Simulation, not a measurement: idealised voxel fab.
process module | voxel trench capacitor
cross-section cut | 155 nm wide | cells 5 nm
A cross-section is a grid of square cells, given in bands from the top down. A band is one or more rows of cells.
Each band's line starts with the height of the band's top and of its bottom, in nm. Then come its materials from left to right, each with its width in nm. One material with "throughout" fills the band from edge to edge. "air" is empty space.
Height 0 is the level under which the wafer as received is all one material. The lowest band goes on downwards, as in "0 down".
A width such as "30 to 40" changes by the same amount from each row of cells to the next, from the band's top row to its bottom row.
"no change" after a step means that no cell of the cross-section changed.
closed voids: empty space of 8 cells or more with no open way to the top, each as width x height at its distance from the left edge, in nm
after a step's settings: what the simulator itself notes on the step
overlay nm, on a step with a mask: how far to the right of its planned place the mask lay; to the left if negative
plan
1 op RECEIVE | material Si
2 op CONFORMAL_DEP | material SiN | thk nm 10
3 op DIRECTIONAL_DEP | material aC | thk nm 15
4 op PATTERN | tone open | mask id TRENCH | material resist | width nm 15 | pitch nm 40 | thk nm 35 | overlay nm 0
5 op DIRECTIONAL_ETCH | etch materials aC | depth nm 15
6 op STRIP | etch materials resist
7 op DIRECTIONAL_ETCH | etch materials SiN | depth nm 10
8 op DIRECTIONAL_ETCH | etch materials Si | depth nm 30
9 op STRIP | etch materials aC
10 op CONFORMAL_DEP | material SiO2 | thk nm 5
11 op FILL_DEP | material polySi | thk nm 10
12 op CMP | height nm 10
as received, after step 1
  0 down: Si throughout
  closed voids: none
first wafer at the end, as planned
  10 to 0: SiN 30 | SiO2 5 | polySi 5 | SiO2 5 | SiN 25 | SiO2 5 | polySi 5 | SiO2 5 | SiN 25 | SiO2 5 | polySi 5 | SiO2 5 | SiN 30
  0 to -25: Si 30 | SiO2 5 | polySi 5 | SiO2 5 | Si 25 | SiO2 5 | polySi 5 | SiO2 5 | Si 25 | SiO2 5 | polySi 5 | SiO2 5 | Si 30
  -25 to -30: Si 30 | SiO2 15 | Si 25 | SiO2 15 | Si 25 | SiO2 15 | Si 30
  -30 down: Si throughout
  closed voids: none
second wafer at the end: like start, like plan, one mistake
  10 to 0: SiN 30 | SiO2 5 | polySi 5 | SiO2 5 | SiN 25 | SiO2 5 | polySi 5 | SiO2 5 | SiN 25 | SiO2 5 | polySi 5 | SiO2 5 | SiN 30
  0 to -55: Si 30 | SiO2 5 | polySi 5 | SiO2 5 | Si 25 | SiO2 5 | polySi 5 | SiO2 5 | Si 25 | SiO2 5 | polySi 5 | SiO2 5 | Si 30
  -55 to -60: Si 30 | SiO2 15 | Si 25 | SiO2 15 | Si 25 | SiO2 15 | Si 30
  -60 down: Si throughout
  closed voids: none
what went wrong: step 8 was run twice
at the end the second wafer has, in cells: 54 fewer of Si | 36 more of SiO2 | 18 more of polySi
